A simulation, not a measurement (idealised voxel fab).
Proc. module: voxel local oxidation
Section cut is 205 nm wide and gridded with 5 nm square cells.
In what follows, cross-sections appear as grids of square cells, described through bands that run from the top down, where every band is one or more rows of cells.
Within each band entry, the heights of the top and of the bottom of the band appear first, in that order and in nm; the materials of the band then follow from left to right, each with its corresponding width in nm. The designation "throughout" on a single material indicates that it fills the band from edge to edge; the designation "blank" indicates empty space.
Heights from 0 (as-received wafer is one material below). Bottom band endless downward, as "top 0, no bottom".
A two-number width, for instance "30..40", indicates that the width is equal to the first number in the top row of the band and to the second number in the bottom row, and that it changes by a constant amount per row of cells.
Any step labelled "remained the same" changed none of the cells in the cross-section.
The list in "Fully sealed cavities" covers empty spaces of 8 cells or more that cannot reach the top through any open way, and it gives each as width x height at distance; the distance is from the left edge, and width, height and distance are in nm.
Step line, after settings: the simulator's comment on this step.
If you see "overlay nm" on a step's line and that step has a mask, it's telling you how far right of where it was planned the mask ended up; a negative number means it went left instead.

HERE'S WHAT THE PLANNED PROCESS STEPS LOOK LIKE
step 1: RECEIVE, material Si
step 2: OXIDIZE, depth nm 5
step 3: CONFORMAL_DEP, material SiN, thk nm 15
step 4: DIRECTIONAL_DEP, material aC, thk nm 10
step 5: PATTERN, tone cover, mask id ACTIVE, material resist, width nm 130, thk nm 30, overlay nm 0
step 6: DIRECTIONAL_ETCH, etch materials aC, depth nm 10
step 7: STRIP, etch materials resist
step 8: DIRECTIONAL_ETCH, etch materials SiN, depth nm 15
step 9: STRIP, etch materials aC
step 10: SELECTIVE_ETCH, etch materials SiO2, depth nm 5
step 11: OXIDIZE, depth nm 10
step 12: STRIP, etch materials SiN

FIRST OUT OF TWO WAFERS; RUN WENT TO PLAN

CROSS-SECTION OF THE WAFER AT RECEIPT, WHICH IS THE CONDITION AFTER STEP 1
    top 0, no bottom = Si throughout
    Fully sealed cavities: none

THE WAFER IN CROSS-SECTION ONCE STEP 2 IS COMPLETE
    top 0, bottom -5 = SiO2 throughout
    All layers under -5 are left as they were.

THE WAFER IN CROSS-SECTION ONCE STEP 3 IS COMPLETE
    top 15, bottom 0 = SiN throughout
    All layers under 0 are left as they were.

THE WAFER IN CROSS-SECTION ONCE STEP 4 IS COMPLETE
    top 25, bottom 15 = aC throughout
    All layers under 15 are left as they were.

THE WAFER IN CROSS-SECTION ONCE STEP 5 IS COMPLETE
    top 55, bottom 25 = blank 35 nm, resist 130 nm, blank 40 nm
    All layers under 25 are left as they were.

THE WAFER IN CROSS-SECTION ONCE STEP 6 IS COMPLETE
    top 45, bottom 25 = blank 35 nm, resist 130 nm, blank 40 nm
    top 25, bottom 15 = blank 35 nm, aC 130 nm, blank 40 nm
    All layers under 15 are left as they were.

THE WAFER IN CROSS-SECTION ONCE STEP 7 IS COMPLETE
    top 25, bottom 15 = blank 35 nm, aC 130 nm, blank 40 nm
    All layers under 15 are left as they were.

THE WAFER IN CROSS-SECTION ONCE STEP 8 IS COMPLETE
    top 25, bottom 15 = blank 35 nm, aC 130 nm, blank 40 nm
    top 15, bottom 0 = blank 35 nm, SiN 130 nm, blank 40 nm
    All layers under 0 are left as they were.

THE WAFER IN CROSS-SECTION ONCE STEP 9 IS COMPLETE
    top 15, bottom 0 = blank 35 nm, SiN 130 nm, blank 40 nm
    All layers under 0 are left as they were.

THE WAFER IN CROSS-SECTION ONCE STEP 10 IS COMPLETE
    top 15, bottom 0 = blank 35 nm, SiN 130 nm, blank 40 nm
    top 0, bottom -5 = blank 40 nm, SiO2 120 nm, blank 45 nm
    All layers under -5 are left as they were.

THE WAFER IN CROSS-SECTION ONCE STEP 11 IS COMPLETE
    top 15, bottom 0 = blank 35 nm, SiN 130 nm, blank 40 nm
    top 0, bottom -5 = blank 40 nm, SiO2 120 nm, blank 45 nm
    top -5, bottom -15 = SiO2 50 nm, Si 100 nm, SiO2 55 nm
    All layers under -15 are left as they were.

THE WAFER IN CROSS-SECTION ONCE STEP 12 IS COMPLETE
    top 0, bottom -5 = blank 40 nm, SiO2 120 nm, blank 45 nm
    All layers under -5 are left as they were.

THE SECOND WAFER: IDENTICAL TO THE FIRST AT THE OUTSET AND IN ITS PLANNED SEQUENCE, DIFFERING ONLY IN THAT ONE MISTAKE WAS MADE DURING PROCESSING; UP TO AND INCLUDING STEP 4, ITS PATH IS THE FIRST WAFER'S PATH

SECOND WAFER, CUT VIEW, END OF STEP 5 PER PLAN
    top 55, bottom 25 = resist 35 nm, blank 130 nm, resist 40 nm
    All layers under 25 are left as they were.

SECOND WAFER, CUT VIEW, END OF STEP 6 PER PLAN
    top 45, bottom 25 = resist 35 nm, blank 130 nm, resist 40 nm
    top 25, bottom 15 = aC 35 nm, blank 130 nm, aC 40 nm
    All layers under 15 are left as they were.

SECOND WAFER, CUT VIEW, END OF STEP 7 PER PLAN
    top 25, bottom 15 = aC 35 nm, blank 130 nm, aC 40 nm
    All layers under 15 are left as they were.

SECOND WAFER, CUT VIEW, END OF STEP 8 PER PLAN
    top 25, bottom 15 = aC 35 nm, blank 130 nm, aC 40 nm
    top 15, bottom 0 = SiN 35 nm, blank 130 nm, SiN 40 nm
    All layers under 0 are left as they were.

SECOND WAFER, CUT VIEW, END OF STEP 9 PER PLAN
    top 15, bottom 0 = SiN 35 nm, blank 130 nm, SiN 40 nm
    All layers under 0 are left as they were.

SECOND WAFER, CUT VIEW, END OF STEP 10 PER PLAN
    top 15, bottom 0 = SiN 35 nm, blank 130 nm, SiN 40 nm
    top 0, bottom -5 = SiO2 30 nm, blank 140 nm, SiO2 35 nm
    All layers under -5 are left as they were.

SECOND WAFER, CUT VIEW, END OF STEP 11 PER PLAN
    top 15, bottom 0 = SiN 35 nm, blank 130 nm, SiN 40 nm
    top 0, bottom -5 = SiO2 30 nm, blank 140 nm, SiO2 35 nm
    top -5, bottom -15 = Si 20 nm, SiO2 160 nm, Si 25 nm
    All layers under -15 are left as they were.

SECOND WAFER, CUT VIEW, END OF STEP 12 PER PLAN
    top 0, bottom -5 = SiO2 30 nm, blank 140 nm, SiO2 35 nm
    All layers under -5 are left as they were.
Processing error: step 5, actual vs plan mismatch, actual run PATTERN, tone open, mask id ACTIVE, material resist, width nm 130, thk nm 30, overlay nm 0
Wrapping up, a cell-based count of both wafers puts the second over or under the first for these materials: -22 Si | +11 SiO2
